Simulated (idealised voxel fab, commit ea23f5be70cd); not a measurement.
process module | voxel lift off
cross-section cut | 210 nm wide | cells 5 nm
A cross-section is a grid of square cells, given in bands from the top down. A band is one or more rows of cells.
Each band's line starts with the height of the band's top and of its bottom, in nm. Then come its materials from left to right, each with its width in nm. One material with "throughout" fills the band from edge to edge. "air" is empty space.
Height 0 is the level under which the wafer as received is all one material. The lowest band goes on downwards, as in "0 down".
A width such as "30 to 40" changes by the same amount from each row of cells to the next, from the band's top row to its bottom row.
"no change" after a step means that no cell of the cross-section changed.
closed voids: empty space of 8 cells or more with no open way to the top, each as width x height at its distance from the left edge, in nm
after a step's settings: what the simulator itself notes on the step
overlay nm, on a step with a mask: how far to the right of its planned place the mask lay; to the left if negative
plan
1 op RECEIVE | material Si
2 op CONFORMAL_DEP | material Al2O3 | thk nm 15
3 op PATTERN | tone open | mask id LINES | material resist | width nm 30 | pitch nm 50 | thk nm 30 | overlay nm 0
4 op DIRECTIONAL_DEP | material Ru | thk nm 15
5 op STRIP | etch materials resist
6 op CONFORMAL_DEP | material SiO2 | thk nm 10
as received, after step 1
  0 down: Si throughout
  closed voids: none
a wafer at the end: this start, this plan, one mistake
  40 to 30: SiO2 50 | air 10 | SiO2 40 | air 10 | SiO2 40 | air 10 | SiO2 50
  30 to 25: Ru 40 | SiO2 10 | air 10 | SiO2 10 | Ru 20 | SiO2 10 | air 10 | SiO2 10 | Ru 20 | SiO2 10 | air 10 | SiO2 10 | Ru 40
  25 to 15: Ru 40 | SiO2 30 | Ru 20 | SiO2 30 | Ru 20 | SiO2 30 | Ru 40
  15 to 0: Al2O3 throughout
  0 down: Si throughout
  closed voids: none
what went wrong: step 3 ran as: op PATTERN | tone cover | mask id LINES | material resist | width nm 30 | pitch nm 50 | thk nm 30 | overlay nm 0
